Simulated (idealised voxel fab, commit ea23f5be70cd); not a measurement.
Process module under the name voxel capacitor over wiring
Square cell edge 5 nm, section width 150 nm, ID cut.
Just so we're on the same page, the cross-sections are grids of square cells, and they're listed out in bands top to bottom, each band one or more rows deep.
This entry defines a band. It first specifies the height of the band's top and the height of its bottom in nm, and then specifies the band's materials from left to right, stating each material with its width in nm. The word "everywhere" identifies a single material that fills the band from edge to edge, while the word "empty" identifies empty space.
Heights are reckoned from 0. Under this level, the received wafer is all of one material. The bottommost band is open-ended downward, for example "top 0, no bottom".
So if you see something like "30->40" for the width, read it as the top row of the band sitting at the first number and the bottom row at the second, with every row in between moving by the same amount as the last.
For the purposes of this document, the phrase "nothing was modified" attached to a step denotes that no cell within the cross-section was modified by that step.
The entry titled "Unvented voids" provides the empty spaces that have no open way to the top, restricted to those of 8 cells or more. Each is presented as width x height at distance, the distance being measured from the left edge, with all three in nm.
Whatever follows a step's settings on its line is a remark the simulator itself makes about that step.
If you see "overlay nm" on a step's line and that step has a mask, it's telling you how far right of where it was planned the mask ended up; a negative number means it went left instead.

**Process steps foreseen in the plan**
step 1: RECEIVE, material Si
step 2: CONFORMAL_DEP, material SiO2, thk nm 15
step 3: DIRECTIONAL_DEP, material TiN, thk nm 5
step 4: DIRECTIONAL_DEP, material Ru, thk nm 15
step 5: MASKED_ETCH, tone cover, mask id METAL_1, width nm 20, pitch nm 75, etch materials Ru, depth nm 15, overlay nm 0
step 6: MASKED_ETCH, tone cover, mask id METAL_1, width nm 20, pitch nm 75, etch materials TiN, depth nm 5, overlay nm 0
step 7: FILL_DEP, material lowk, thk nm 5
step 8: CMP, height nm 35
step 9: CONFORMAL_DEP, material SiCN, thk nm 5
step 10: DIRECTIONAL_DEP, material SiO2, thk nm 10
step 11: DIRECTIONAL_DEP, material aC, thk nm 10
step 12: PATTERN, tone open, mask id PLUG_1, material resist, width nm 15, thk nm 30, overlay nm 0
step 13: DIRECTIONAL_ETCH, etch materials aC, depth nm 10
step 14: STRIP, etch materials resist
step 15: DIRECTIONAL_ETCH, etch materials SiO2, depth nm 10
step 16: DIRECTIONAL_ETCH, etch materials SiCN, depth nm 5
step 17: STRIP, etch materials aC
step 18: EPI, material Ru, thk nm 10
step 19: EPI, material Ru, thk nm 5
step 20: DIRECTIONAL_DEP, material TiN, thk nm 10
step 21: DIRECTIONAL_DEP, material Al2O3, thk nm 5
step 22: DIRECTIONAL_DEP, material TiN, thk nm 5
step 23: DIRECTIONAL_DEP, material aC, thk nm 10
step 24: PATTERN, tone cover, mask id UPPER_PLATE, material resist, width nm 60, thk nm 25, overlay nm 0
step 25: DIRECTIONAL_ETCH, etch materials aC, depth nm 10
step 26: STRIP, etch materials resist
step 27: DIRECTIONAL_ETCH, etch materials TiN, depth nm 5
step 28: DIRECTIONAL_ETCH, etch materials Al2O3, depth nm 5
step 29: STRIP, etch materials aC
step 30: DIRECTIONAL_DEP, material aC, thk nm 15
step 31: PATTERN, tone cover, mask id LOWER_PLATE, material resist, width nm 70, thk nm 30, overlay nm 0
step 32: DIRECTIONAL_ETCH, etch materials aC, depth nm 15
step 33: STRIP, etch materials resist
step 34: DIRECTIONAL_ETCH, etch materials TiN, depth nm 10
step 35: STRIP, etch materials aC
step 36: FILL_DEP, material SiO2, thk nm 20
step 37: CMP, height nm 85
step 38: MASKED_ETCH, tone open, mask id PLUG_2, width nm 15, etch materials SiO2, depth nm 15, overlay nm 0
step 39: CONFORMAL_DEP, material TiN, thk nm 5
step 40: FILL_DEP, material W, thk nm 10
step 41: CMP, height nm 85
step 42: CONFORMAL_DEP, material SiN, thk nm 5

**First wafer, two in total, run as planned**

**Delivered wafer in cross-section: state after step 1**
> top 0, no bottom: Si everywhere
> Unvented voids: none

**Step 2 complete: cross-section through the wafer**
> top 15, bottom 0: SiO2 everywhere
> Unchanged below 0.

**Step 3 complete: cross-section through the wafer**
> top 20, bottom 15: TiN everywhere
> Unchanged below 15.

**Step 4 complete: cross-section through the wafer**
> top 35, bottom 20: Ru everywhere
> Unchanged below 20.

**Step 5 complete: cross-section through the wafer**
> top 35, bottom 20: empty (25), Ru (20), empty (55), Ru (20), empty (30)
> Unchanged below 20.

**Step 6 complete: cross-section through the wafer**
> top 35, bottom 20: empty (25), Ru (20), empty (55), Ru (20), empty (30)
> top 20, bottom 15: empty (25), TiN (20), empty (55), TiN (20), empty (30)
> Unchanged below 15.

**Step 7 complete: cross-section through the wafer**
> top 40, bottom 35: lowk everywhere
> top 35, bottom 20: lowk (25), Ru (20), lowk (55), Ru (20), lowk (30)
> top 20, bottom 15: lowk (25), TiN (20), lowk (55), TiN (20), lowk (30)
> Unchanged below 15.

**Step 8 complete: cross-section through the wafer**
> top 35, bottom 20: lowk (25), Ru (20), lowk (55), Ru (20), lowk (30)
> Unchanged below 20.

**Step 9 complete: cross-section through the wafer**
> top 40, bottom 35: SiCN everywhere
> Unchanged below 35.

**Step 10 complete: cross-section through the wafer**
> top 50, bottom 40: SiO2 everywhere
> Unchanged below 40.

**Step 11 complete: cross-section through the wafer**
> top 60, bottom 50: aC everywhere
> Unchanged below 50.

**Step 12 complete: cross-section through the wafer**
> top 90, bottom 60: resist (30), empty (15), resist (105)
> Unchanged below 60.

**Step 13 complete: cross-section through the wafer**
> top 80, bottom 60: resist (30), empty (15), resist (105)
> top 60, bottom 50: aC (30), empty (15), aC (105)
> Unchanged below 50.

**Step 14 complete: cross-section through the wafer**
> top 60, bottom 50: aC (30), empty (15), aC (105)
> Unchanged below 50.

**Step 15 complete: cross-section through the wafer**
> top 60, bottom 50: aC (30), empty (15), aC (105)
> top 50, bottom 40: SiO2 (30), empty (15), SiO2 (105)
> Unchanged below 40.

**Step 16 complete: cross-section through the wafer**
> top 60, bottom 50: aC (30), empty (15), aC (105)
> top 50, bottom 40: SiO2 (30), empty (15), SiO2 (105)
> top 40, bottom 35: SiCN (30), empty (15), SiCN (105)
> Unchanged below 35.

**Step 17 complete: cross-section through the wafer**
> top 50, bottom 40: SiO2 (30), empty (15), SiO2 (105)
> Unchanged below 40.

**Step 18 complete: cross-section through the wafer**
> top 50, bottom 45: SiO2 (30), empty (15), SiO2 (105)
> top 45, bottom 40: SiO2 (30), Ru (15), SiO2 (105)
> top 40, bottom 35: SiCN (30), Ru (15), SiCN (105)
> Unchanged below 35.

**Step 19 complete: cross-section through the wafer**
> top 50, bottom 40: SiO2 (30), Ru (15), SiO2 (105)
> Unchanged below 40.

**Step 20 complete: cross-section through the wafer**
> top 60, bottom 50: TiN everywhere
> Unchanged below 50.

**Step 21 complete: cross-section through the wafer**
> top 65, bottom 60: Al2O3 everywhere
> Unchanged below 60.

**Step 22 complete: cross-section through the wafer**
> top 70, bottom 65: TiN everywhere
> Unchanged below 65.

**Step 23 complete: cross-section through the wafer**
> top 80, bottom 70: aC everywhere
> Unchanged below 70.

**Step 24 complete: cross-section through the wafer**
> top 105, bottom 80: empty (30), resist (60), empty (60)
> Unchanged below 80.

**Step 25 complete: cross-section through the wafer**
> top 95, bottom 80: empty (30), resist (60), empty (60)
> top 80, bottom 70: empty (30), aC (60), empty (60)
> Unchanged below 70.

**Step 26 complete: cross-section through the wafer**
> top 80, bottom 70: empty (30), aC (60), empty (60)
> Unchanged below 70.

**Step 27 complete: cross-section through the wafer**
> top 80, bottom 70: empty (30), aC (60), empty (60)
> top 70, bottom 65: empty (30), TiN (60), empty (60)
> Unchanged below 65.

**Step 28 complete: cross-section through the wafer**
> top 80, bottom 70: empty (30), aC (60), empty (60)
> top 70, bottom 65: empty (30), TiN (60), empty (60)
> top 65, bottom 60: empty (30), Al2O3 (60), empty (60)
> Unchanged below 60.

**Step 29 complete: cross-section through the wafer**
> top 70, bottom 65: empty (30), TiN (60), empty (60)
> Unchanged below 65.

**Step 30 complete: cross-section through the wafer**
> top 85, bottom 75: empty (30), aC (60), empty (60)
> top 75, bottom 70: aC everywhere
> top 70, bottom 65: aC (30), TiN (60), aC (60)
> top 65, bottom 60: aC (30), Al2O3 (60), aC (60)
> Unchanged below 60.

**Step 31 complete: cross-section through the wafer**
> top 115, bottom 85: empty (25), resist (70), empty (55)
> top 85, bottom 75: empty (25), resist (5), aC (60), resist (5), empty (55)
> Unchanged below 75.

**Step 32 complete: cross-section through the wafer**
> top 100, bottom 85: empty (25), resist (70), empty (55)
> top 85, bottom 75: empty (25), resist (5), aC (60), resist (5), empty (55)
> top 75, bottom 70: empty (25), aC (70), empty (55)
> top 70, bottom 65: empty (25), aC (5), TiN (60), aC (5), empty (55)
> top 65, bottom 60: empty (25), aC (5), Al2O3 (60), aC (5), empty (55)
> Unchanged below 60.

**Step 33 complete: cross-section through the wafer**
> top 85, bottom 75: empty (30), aC (60), empty (60)
> Unchanged below 75.

**Step 34 complete: cross-section through the wafer**
> top 85, bottom 75: empty (30), aC (60), empty (60)
> top 75, bottom 70: empty (25), aC (70), empty (55)
> top 70, bottom 65: empty (25), aC (5), TiN (60), aC (5), empty (55)
> top 65, bottom 60: empty (25), aC (5), Al2O3 (60), aC (5), empty (55)
> top 60, bottom 50: empty (25), TiN (70), empty (55)
> Unchanged below 50.

**Step 35 complete: cross-section through the wafer**
> top 70, bottom 65: empty (30), TiN (60), empty (60)
> top 65, bottom 60: empty (30), Al2O3 (60), empty (60)
> Unchanged below 60.

**Step 36 complete: cross-section through the wafer**
> top 90, bottom 70: SiO2 everywhere
> top 70, bottom 65: SiO2 (30), TiN (60), SiO2 (60)
> top 65, bottom 60: SiO2 (30), Al2O3 (60), SiO2 (60)
> top 60, bottom 50: SiO2 (25), TiN (70), SiO2 (55)
> Unchanged below 50.

**Step 37 complete: cross-section through the wafer**
> top 85, bottom 70: SiO2 everywhere
> Unchanged below 70.

**Step 38 complete: cross-section through the wafer**
> top 85, bottom 70: SiO2 (40), empty (15), SiO2 (95)
> Unchanged below 70.

**Step 39 complete: cross-section through the wafer**
> top 90, bottom 85: TiN (45), empty (5), TiN (100)
> top 85, bottom 75: SiO2 (40), TiN (5), empty (5), TiN (5), SiO2 (95)
> top 75, bottom 65: SiO2 (40->30), TiN (15->60), SiO2 (95->60)
> Unchanged below 65.

**Step 40 complete: cross-section through the wafer**
> top 100, bottom 90: W everywhere
> top 90, bottom 85: TiN (45), W (5), TiN (100)
> top 85, bottom 75: SiO2 (40), TiN (5), W (5), TiN (5), SiO2 (95)
> Unchanged below 75.

**Step 41 complete: cross-section through the wafer**
> top 85, bottom 75: SiO2 (40), TiN (5), W (5), TiN (5), SiO2 (95)
> Unchanged below 75.

**Step 42 complete: cross-section through the wafer**
> top 90, bottom 85: SiN everywhere
> Unchanged below 85.

**Wafer two: like wafer one in start and plan, but with one mistake in execution; identical up to and including step 17**

**Cross-sectional representation of the second wafer at the time designated in the plan for the completion of step 18**
> top 55, bottom 50: empty (25), Ru (25), empty (100)
> top 50, bottom 40: SiO2 (30), Ru (15), SiO2 (105)
> top 40, bottom 35: SiCN (30), Ru (15), SiCN (105)
> Unchanged below 35.

**Cross-sectional representation of the second wafer at the time designated in the plan for the completion of step 19**
> top 60, bottom 50: empty (20), Ru (35), empty (95)
> Unchanged below 50.

**Cross-sectional representation of the second wafer at the time designated in the plan for the completion of step 20**
> top 70, bottom 60: empty (20), TiN (35), empty (95)
> top 60, bottom 50: TiN (20), Ru (35), TiN (95)
> Unchanged below 50.

**Cross-sectional representation of the second wafer at the time designated in the plan for the completion of step 21**
> top 75, bottom 70: empty (20), Al2O3 (35), empty (95)
> top 70, bottom 65: empty (20), TiN (35), empty (95)
> top 65, bottom 60: Al2O3 (20), TiN (35), Al2O3 (95)
> Unchanged below 60.

**Cross-sectional representation of the second wafer at the time designated in the plan for the completion of step 22**
> top 80, bottom 75: empty (20), TiN (35), empty (95)
> top 75, bottom 70: empty (20), Al2O3 (35), empty (95)
> top 70, bottom 65: TiN everywhere
> Unchanged below 65.

**Cross-sectional representation of the second wafer at the time designated in the plan for the completion of step 23**
> top 90, bottom 80: empty (20), aC (35), empty (95)
> top 80, bottom 75: aC (20), TiN (35), aC (95)
> top 75, bottom 70: aC (20), Al2O3 (35), aC (95)
> Unchanged below 70.

**Cross-sectional representation of the second wafer at the time designated in the plan for the completion of step 24**
> top 115, bottom 90: empty (30), resist (60), empty (60)
> top 90, bottom 80: empty (20), aC (35), resist (35), empty (60)
> Unchanged below 80.

**Cross-sectional representation of the second wafer at the time designated in the plan for the completion of step 25**
> top 105, bottom 90: empty (30), resist (60), empty (60)
> top 90, bottom 80: empty (30), aC (25), resist (35), empty (60)
> top 80, bottom 75: empty (20), TiN (35), aC (35), empty (60)
> top 75, bottom 70: empty (20), Al2O3 (35), aC (35), empty (60)
> Unchanged below 70.

**Cross-sectional representation of the second wafer at the time designated in the plan for the completion of step 26**
> top 90, bottom 80: empty (30), aC (25), empty (95)
> Unchanged below 80.

**Cross-sectional representation of the second wafer at the time designated in the plan for the completion of step 27**
> top 90, bottom 80: empty (30), aC (25), empty (95)
> top 80, bottom 75: empty (30), TiN (25), aC (35), empty (60)
> top 75, bottom 70: empty (20), Al2O3 (35), aC (35), empty (60)
> top 70, bottom 65: empty (20), TiN (70), empty (60)
> Unchanged below 65.

**Cross-sectional representation of the second wafer at the time designated in the plan for the completion of step 28**
> top 90, bottom 80: empty (30), aC (25), empty (95)
> top 80, bottom 75: empty (30), TiN (25), aC (35), empty (60)
> top 75, bottom 70: empty (30), Al2O3 (25), aC (35), empty (60)
> top 70, bottom 65: empty (20), TiN (70), empty (60)
> top 65, bottom 60: empty (20), TiN (35), Al2O3 (35), empty (60)
> Unchanged below 60.

**Cross-sectional representation of the second wafer at the time designated in the plan for the completion of step 29**
> top 80, bottom 75: empty (30), TiN (25), empty (95)
> top 75, bottom 70: empty (30), Al2O3 (25), empty (95)
> Unchanged below 70.

**Cross-sectional representation of the second wafer at the time designated in the plan for the completion of step 30**
> top 95, bottom 85: empty (30), aC (25), empty (95)
> top 85, bottom 80: empty (20), aC (70), empty (60)
> top 80, bottom 75: empty (20), aC (10), TiN (25), aC (35), empty (60)
> top 75, bottom 70: aC (30), Al2O3 (25), aC (95)
> top 70, bottom 65: aC (20), TiN (70), aC (60)
> top 65, bottom 60: aC (20), TiN (35), Al2O3 (35), aC (60)
> Unchanged below 60.

**Cross-sectional representation of the second wafer at the time designated in the plan for the completion of step 31**
> top 125, bottom 95: empty (25), resist (70), empty (55)
> top 95, bottom 85: empty (25), resist (5), aC (25), resist (40), empty (55)
> top 85, bottom 80: empty (20), aC (70), resist (5), empty (55)
> top 80, bottom 75: empty (20), aC (10), TiN (25), aC (35), resist (5), empty (55)
> Unchanged below 75.

**Cross-sectional representation of the second wafer at the time designated in the plan for the completion of step 32**
> top 110, bottom 95: empty (25), resist (70), empty (55)
> top 95, bottom 85: empty (25), resist (5), aC (25), resist (40), empty (55)
> top 85, bottom 80: empty (25), aC (65), resist (5), empty (55)
> top 80, bottom 75: empty (25), aC (5), TiN (25), aC (35), resist (5), empty (55)
> top 75, bottom 70: empty (25), aC (5), Al2O3 (25), aC (40), empty (55)
> top 70, bottom 65: empty (20), TiN (70), aC (5), empty (55)
> top 65, bottom 60: empty (20), TiN (35), Al2O3 (35), aC (5), empty (55)
> Unchanged below 60.

**Cross-sectional representation of the second wafer at the time designated in the plan for the completion of step 33**
> top 95, bottom 85: empty (30), aC (25), empty (95)
> top 85, bottom 80: empty (25), aC (65), empty (60)
> top 80, bottom 75: empty (25), aC (5), TiN (25), aC (35), empty (60)
> Unchanged below 75.

**Cross-sectional representation of the second wafer at the time designated in the plan for the completion of step 34**
> top 95, bottom 85: empty (30), aC (25), empty (95)
> top 85, bottom 80: empty (25), aC (65), empty (60)
> top 80, bottom 75: empty (25), aC (5), TiN (25), aC (35), empty (60)
> top 75, bottom 70: empty (25), aC (5), Al2O3 (25), aC (40), empty (55)
> top 70, bottom 65: empty (25), TiN (65), aC (5), empty (55)
> top 65, bottom 60: empty (25), TiN (30), Al2O3 (35), aC (5), empty (55)
> top 60, bottom 50: empty (20), Ru (35), TiN (40), empty (55)
> Unchanged below 50.

**Cross-sectional representation of the second wafer at the time designated in the plan for the completion of step 35**
> top 80, bottom 75: empty (30), TiN (25), empty (95)
> top 75, bottom 70: empty (30), Al2O3 (25), empty (95)
> top 70, bottom 65: empty (25), TiN (65), empty (60)
> top 65, bottom 60: empty (25), TiN (30), Al2O3 (35), empty (60)
> Unchanged below 60.

**Cross-sectional representation of the second wafer at the time designated in the plan for the completion of step 36**
> top 100, bottom 80: SiO2 everywhere
> top 80, bottom 75: SiO2 (30), TiN (25), SiO2 (95)
> top 75, bottom 70: SiO2 (30), Al2O3 (25), SiO2 (95)
> top 70, bottom 65: SiO2 (25), TiN (65), SiO2 (60)
> top 65, bottom 60: SiO2 (25), TiN (30), Al2O3 (35), SiO2 (60)
> top 60, bottom 50: SiO2 (20), Ru (35), TiN (40), SiO2 (55)
> Unchanged below 50.

**Cross-sectional representation of the second wafer at the time designated in the plan for the completion of step 37**
> top 85, bottom 80: SiO2 everywhere
> Unchanged below 80.

**Cross-sectional representation of the second wafer at the time designated in the plan for the completion of step 38**
> top 85, bottom 80: SiO2 (40), empty (15), SiO2 (95)
> Unchanged below 80.

**Cross-sectional representation of the second wafer at the time designated in the plan for the completion of step 39**
> top 90, bottom 85: TiN (45), empty (5), TiN (100)
> top 85, bottom 75: SiO2 (40->30), TiN (15->25), SiO2 (95)
> Unchanged below 75.

**Cross-sectional representation of the second wafer at the time designated in the plan for the completion of step 40**
> top 100, bottom 90: W everywhere
> top 90, bottom 85: TiN (45), W (5), TiN (100)
> Unchanged below 85.

**Cross-sectional representation of the second wafer at the time designated in the plan for the completion of step 41**
> top 85, bottom 75: SiO2 (40->30), TiN (15->25), SiO2 (95)
> Unchanged below 75.

**Cross-sectional representation of the second wafer at the time designated in the plan for the completion of step 42**
> top 90, bottom 85: SiN everywhere
> Unchanged below 85.
Misprocessing identified: heads up, step 18 of the plan got done twice
Wrapping up, a cell-based count of both wafers puts the second over or under the first for these materials: Ru: 14 more; SiO2: 8 fewer; TiN: 4 fewer; W: 2 fewer
